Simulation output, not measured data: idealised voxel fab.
process module | voxel released beams
cross-section cut | 265 nm wide | cells 5 nm
A cross-section is a grid of square cells, given in bands from the top down. A band is one or more rows of cells.
Each band's line starts with the height of the band's top and of its bottom, in nm. Then come its materials from left to right, each with its width in nm. One material with "throughout" fills the band from edge to edge. "air" is empty space.
Height 0 is the level under which the wafer as received is all one material. The lowest band goes on downwards, as in "0 down".
A width such as "30 to 40" changes by the same amount from each row of cells to the next, from the band's top row to its bottom row.
"no change" after a step means that no cell of the cross-section changed.
closed voids: empty space of 8 cells or more with no open way to the top, each as width x height at its distance from the left edge, in nm
after a step's settings: what the simulator itself notes on the step
overlay nm, on a step with a mask: how far to the right of its planned place the mask lay; to the left if negative
plan
1 op RECEIVE | material Si
2 op CONFORMAL_DEP | material SiN | thk nm 5
3 op DIRECTIONAL_DEP | material SiO2 | thk nm 20
4 op DIRECTIONAL_DEP | material aC | thk nm 15
5 op PATTERN | tone open | mask id ANCHOR | material resist | width nm 45 | thk nm 35 | overlay nm 0
6 op DIRECTIONAL_ETCH | etch materials aC | depth nm 15
7 op STRIP | etch materials resist
8 op DIRECTIONAL_ETCH | etch materials SiO2 | depth nm 20
9 op STRIP | etch materials aC
10 op CONFORMAL_DEP | material W | thk nm 15
11 op DIRECTIONAL_DEP | material aC | thk nm 10
12 op PATTERN | tone cover | mask id BEAM | material resist | width nm 95 | thk nm 30 | overlay nm 0
13 op DIRECTIONAL_ETCH | etch materials aC | depth nm 10
14 op STRIP | etch materials resist
15 op DIRECTIONAL_ETCH | etch materials W | depth nm 15
16 op STRIP | etch materials aC
17 op STRIP | etch materials SiO2
first wafer, as planned
as received, after step 1
  0 down: Si throughout
  closed voids: none
after step 2
  5 to 0: SiN throughout
  below 0: unchanged
after step 3
  25 to 5: SiO2 throughout
  below 5: unchanged
after step 4
  40 to 25: aC throughout
  below 25: unchanged
after step 5
  75 to 40: resist 85 | air 45 | resist 135
  below 40: unchanged
after step 6
  60 to 40: resist 85 | air 45 | resist 135
  40 to 25: aC 85 | air 45 | aC 135
  below 25: unchanged
after step 7
  40 to 25: aC 85 | air 45 | aC 135
  below 25: unchanged
after step 8
  40 to 25: aC 85 | air 45 | aC 135
  25 to 5: SiO2 85 | air 45 | SiO2 135
  below 5: unchanged
after step 9
  25 to 5: SiO2 85 | air 45 | SiO2 135
  below 5: unchanged
after step 10
  40 to 25: W 100 | air 15 | W 150
  25 to 20: SiO2 85 | W 15 | air 15 | W 15 | SiO2 135
  20 to 5: SiO2 85 | W 45 | SiO2 135
  below 5: unchanged
after step 11
  50 to 40: aC 100 | air 15 | aC 150
  40 to 30: W 100 | air 15 | W 150
  30 to 25: W 100 | aC 15 | W 150
  25 to 20: SiO2 85 | W 15 | aC 15 | W 15 | SiO2 135
  below 20: unchanged
after step 12
  80 to 50: air 80 | resist 95 | air 90
  50 to 40: aC 100 | resist 15 | aC 150
  40 to 30: W 100 | resist 15 | W 150
  below 30: unchanged
after step 13
  70 to 50: air 80 | resist 95 | air 90
  50 to 40: air 80 | aC 20 | resist 15 | aC 60 | air 90
  below 40: unchanged
after step 14
  50 to 40: air 80 | aC 20 | air 15 | aC 60 | air 90
  40 to 30: W 100 | air 15 | W 150
  below 30: unchanged
after step 15
  50 to 40: air 80 | aC 20 | air 15 | aC 60 | air 90
  40 to 30: air 80 | W 20 | air 15 | W 60 | air 90
  30 to 25: air 80 | W 20 | aC 15 | W 60 | air 90
  below 25: unchanged
after step 16
  40 to 25: air 80 | W 20 | air 15 | W 60 | air 90
  25 to 20: SiO2 85 | W 15 | air 15 | W 15 | SiO2 135
  below 20: unchanged
after step 17
  40 to 25: air 80 | W 20 | air 15 | W 60 | air 90
  25 to 20: air 85 | W 15 | air 15 | W 15 | air 135
  20 to 5: air 85 | W 45 | air 135
  below 5: unchanged
second wafer: like start, like plan, one mistake. Through step 1 it matches the first wafer
when step 2 should have ended: no change
when step 3 should have ended
  20 to 0: SiO2 throughout
  below 0: unchanged
when step 4 should have ended
  35 to 20: aC throughout
  below 20: unchanged
when step 5 should have ended
  70 to 35: resist 85 | air 45 | resist 135
  below 35: unchanged
when step 6 should have ended
  55 to 35: resist 85 | air 45 | resist 135
  35 to 20: aC 85 | air 45 | aC 135
  below 20: unchanged
when step 7 should have ended
  35 to 20: aC 85 | air 45 | aC 135
  below 20: unchanged
when step 8 should have ended
  35 to 20: aC 85 | air 45 | aC 135
  20 to 0: SiO2 85 | air 45 | SiO2 135
  below 0: unchanged
when step 9 should have ended
  20 to 0: SiO2 85 | air 45 | SiO2 135
  below 0: unchanged
when step 10 should have ended
  35 to 20: W 100 | air 15 | W 150
  20 to 15: SiO2 85 | W 15 | air 15 | W 15 | SiO2 135
  15 to 0: SiO2 85 | W 45 | SiO2 135
  below 0: unchanged
when step 11 should have ended
  45 to 35: aC 100 | air 15 | aC 150
  35 to 25: W 100 | air 15 | W 150
  25 to 20: W 100 | aC 15 | W 150
  20 to 15: SiO2 85 | W 15 | aC 15 | W 15 | SiO2 135
  below 15: unchanged
when step 12 should have ended
  75 to 45: air 80 | resist 95 | air 90
  45 to 35: aC 100 | resist 15 | aC 150
  35 to 25: W 100 | resist 15 | W 150
  below 25: unchanged
when step 13 should have ended
  65 to 45: air 80 | resist 95 | air 90
  45 to 35: air 80 | aC 20 | resist 15 | aC 60 | air 90
  below 35: unchanged
when step 14 should have ended
  45 to 35: air 80 | aC 20 | air 15 | aC 60 | air 90
  35 to 25: W 100 | air 15 | W 150
  below 25: unchanged
when step 15 should have ended
  45 to 35: air 80 | aC 20 | air 15 | aC 60 | air 90
  35 to 25: air 80 | W 20 | air 15 | W 60 | air 90
  25 to 20: air 80 | W 20 | aC 15 | W 60 | air 90
  below 20: unchanged
when step 16 should have ended
  35 to 20: air 80 | W 20 | air 15 | W 60 | air 90
  20 to 15: SiO2 85 | W 15 | air 15 | W 15 | SiO2 135
  below 15: unchanged
when step 17 should have ended
  35 to 20: air 80 | W 20 | air 15 | W 60 | air 90
  20 to 15: air 85 | W 15 | air 15 | W 15 | air 135
  15 to 0: air 85 | W 45 | air 135
  below 0: unchanged
what went wrong: step 2 was left out
at the end the second wafer has, in cells: 53 fewer of SiN
